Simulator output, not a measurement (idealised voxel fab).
process module | voxel capacitor over wiring
cross-section cut | 235 nm wide | cells 5 nm
A cross-section is a grid of square cells, given in bands from the top down. A band is one or more rows of cells.
Each band's line starts with the height of the band's top and of its bottom, in nm. Then come its materials from left to right, each with its width in nm. One material with "throughout" fills the band from edge to edge. "air" is empty space.
Height 0 is the level under which the wafer as received is all one material. The lowest band goes on downwards, as in "0 down".
A width such as "30 to 40" changes by the same amount from each row of cells to the next, from the band's top row to its bottom row.
"no change" after a step means that no cell of the cross-section changed.
closed voids: empty space of 8 cells or more with no open way to the top, each as width x height at its distance from the left edge, in nm
after a step's settings: what the simulator itself notes on the step
overlay nm, on a step with a mask: how far to the right of its planned place the mask lay; to the left if negative
plan
1 op RECEIVE | material Si
2 op CONFORMAL_DEP | material SiO2 | thk nm 10
3 op DIRECTIONAL_DEP | material TiN | thk nm 5
4 op DIRECTIONAL_DEP | material Ru | thk nm 25
5 op DIRECTIONAL_DEP | material aC | thk nm 10
6 op PATTERN | tone cover | mask id METAL_1 | material resist | width nm 30 | pitch nm 85 | thk nm 30 | overlay nm 0
7 op DIRECTIONAL_ETCH | etch materials aC | depth nm 10
8 op STRIP | etch materials resist
9 op DIRECTIONAL_ETCH | etch materials Ru | depth nm 25
10 op DIRECTIONAL_ETCH | etch materials TiN | depth nm 5
11 op STRIP | etch materials aC
12 op CONFORMAL_DEP | material SiCN | thk nm 5
13 op FILL_DEP | material lowk | thk nm 5
14 op CMP | height nm 40
15 op CONFORMAL_DEP | material SiCN | thk nm 5
16 op DIRECTIONAL_DEP | material SiO2 | thk nm 10
17 op MASKED_ETCH | tone open | mask id PLUG_1 | width nm 15 | etch materials SiO2 | depth nm 10 | overlay nm 0
18 op MASKED_ETCH | tone open | mask id PLUG_1 | width nm 15 | etch materials SiCN | depth nm 5 | overlay nm 0
19 op EPI | material Ru | thk nm 10
20 op EPI | material Ru | thk nm 5
21 op DIRECTIONAL_DEP | material TiN | thk nm 10
22 op DIRECTIONAL_DEP | material Al2O3 | thk nm 5
23 op DIRECTIONAL_DEP | material TiN | thk nm 5
24 op DIRECTIONAL_DEP | material aC | thk nm 10
25 op PATTERN | tone cover | mask id UPPER_PLATE | material resist | width nm 60 | thk nm 30 | overlay nm 0
26 op DIRECTIONAL_ETCH | etch materials aC | depth nm 10
27 op STRIP | etch materials resist
28 op DIRECTIONAL_ETCH | etch materials TiN | depth nm 5
29 op DIRECTIONAL_ETCH | etch materials Al2O3 | depth nm 5
30 op STRIP | etch materials aC
31 op MASKED_ETCH | tone cover | mask id LOWER_PLATE | width nm 60 | etch materials TiN | depth nm 10 | overlay nm 0
32 op FILL_DEP | material SiO2 | thk nm 20
33 op CMP | height nm 90
34 op DIRECTIONAL_DEP | material aC | thk nm 15
35 op PATTERN | tone open | mask id PLUG_2 | material resist | width nm 15 | thk nm 30 | overlay nm 0
36 op DIRECTIONAL_ETCH | etch materials aC | depth nm 15
37 op STRIP | etch materials resist
38 op DIRECTIONAL_ETCH | etch materials SiO2 | depth nm 15
39 op STRIP | etch materials aC
40 op CONFORMAL_DEP | material TiN | thk nm 5
41 op FILL_DEP | material W | thk nm 5
42 op CMP | height nm 90
43 op CONFORMAL_DEP | material SiCN | thk nm 5
varied across the wafers: width nm of step 31. The plan shows the first wafer's value. All wafers start alike
first wafer as received, after step 1
  0 down: Si throughout
  closed voids: none
each wafer at the end: cells of each material gained (+) or lost (-) since it was received, then its closed voids
width nm 60 | +12 Al2O3 | +69 Ru | +146 SiCN | +454 SiO2 | +55 TiN | +2 W | +155 lowk | closed voids: none
width nm 65 | +12 Al2O3 | +69 Ru | +146 SiCN | +452 SiO2 | +57 TiN | +2 W | +155 lowk | closed voids: none
width nm 70 | +12 Al2O3 | +69 Ru | +146 SiCN | +450 SiO2 | +59 TiN | +2 W | +155 lowk | closed voids: none
width nm 75 | +12 Al2O3 | +69 Ru | +146 SiCN | +448 SiO2 | +61 TiN | +2 W | +155 lowk | closed voids: none
width nm 80 | +12 Al2O3 | +69 Ru | +146 SiCN | +446 SiO2 | +63 TiN | +2 W | +155 lowk | closed voids: none
width nm 85 | +12 Al2O3 | +69 Ru | +146 SiCN | +444 SiO2 | +65 TiN | +2 W | +155 lowk | closed voids: none
